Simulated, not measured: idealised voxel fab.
process module | voxel lift off
cross-section cut | 170 nm wide | cells 5 nm
A cross-section is a grid of square cells, given in bands from the top down. A band is one or more rows of cells.
Each band's line starts with the height of the band's top and of its bottom, in nm. Then come its materials from left to right, each with its width in nm. One material with "throughout" fills the band from edge to edge. "air" is empty space.
Height 0 is the level under which the wafer as received is all one material. The lowest band goes on downwards, as in "0 down".
A width such as "30 to 40" changes by the same amount from each row of cells to the next, from the band's top row to its bottom row.
"no change" after a step means that no cell of the cross-section changed.
closed voids: empty space of 8 cells or more with no open way to the top, each as width x height at its distance from the left edge, in nm
after a step's settings: what the simulator itself notes on the step
overlay nm, on a step with a mask: how far to the right of its planned place the mask lay; to the left if negative
plan
1 op RECEIVE | material Si
2 op CONFORMAL_DEP | material SiO2 | thk nm 15
3 op PATTERN | tone open | mask id LINES | material resist | width nm 25 | pitch nm 55 | thk nm 15 | overlay nm 0
4 op DIRECTIONAL_DEP | material Ru | thk nm 5
5 op STRIP | etch materials resist
6 op CONFORMAL_DEP | material SiO2 | thk nm 5
first wafer, as planned
as received, after step 1
  0 down: Si throughout
  closed voids: none
after step 2
  15 to 0: SiO2 throughout
  below 0: unchanged
after step 3
  30 to 15: resist 15 | air 25 | resist 30 | air 25 | resist 30 | air 25 | resist 20
  below 15: unchanged
after step 4
  35 to 30: Ru 15 | air 25 | Ru 30 | air 25 | Ru 30 | air 25 | Ru 20
  30 to 20: resist 15 | air 25 | resist 30 | air 25 | resist 30 | air 25 | resist 20
  20 to 15: resist 15 | Ru 25 | resist 30 | Ru 25 | resist 30 | Ru 25 | resist 20
  below 15: unchanged
after step 5
  20 to 15: air 15 | Ru 25 | air 30 | Ru 25 | air 30 | Ru 25 | air 20
  below 15: unchanged
after step 6
  25 to 20: air 10 | SiO2 35 | air 20 | SiO2 35 | air 20 | SiO2 35 | air 15
  20 to 15: SiO2 15 | Ru 25 | SiO2 30 | Ru 25 | SiO2 30 | Ru 25 | SiO2 20
  below 15: unchanged
second wafer: like start, like plan, one mistake. Through step 2 it matches the first wafer
when step 3 should have ended
  30 to 15: air 15 | resist 25 | air 30 | resist 25 | air 30 | resist 25 | air 20
  below 15: unchanged
when step 4 should have ended
  35 to 30: air 15 | Ru 25 | air 30 | Ru 25 | air 30 | Ru 25 | air 20
  30 to 20: air 15 | resist 25 | air 30 | resist 25 | air 30 | resist 25 | air 20
  20 to 15: Ru 15 | resist 25 | Ru 30 | resist 25 | Ru 30 | resist 25 | Ru 20
  below 15: unchanged
when step 5 should have ended
  20 to 15: Ru 15 | air 25 | Ru 30 | air 25 | Ru 30 | air 25 | Ru 20
  below 15: unchanged
when step 6 should have ended
  25 to 20: SiO2 20 | air 15 | SiO2 40 | air 15 | SiO2 40 | air 15 | SiO2 25
  20 to 15: Ru 15 | SiO2 25 | Ru 30 | SiO2 25 | Ru 30 | SiO2 25 | Ru 20
  below 15: unchanged
what went wrong: step 3 ran as: op PATTERN | tone cover | mask id LINES | material resist | width nm 25 | pitch nm 55 | thk nm 15 | overlay nm 0
at the end the second wafer has, in cells: 4 more of Ru
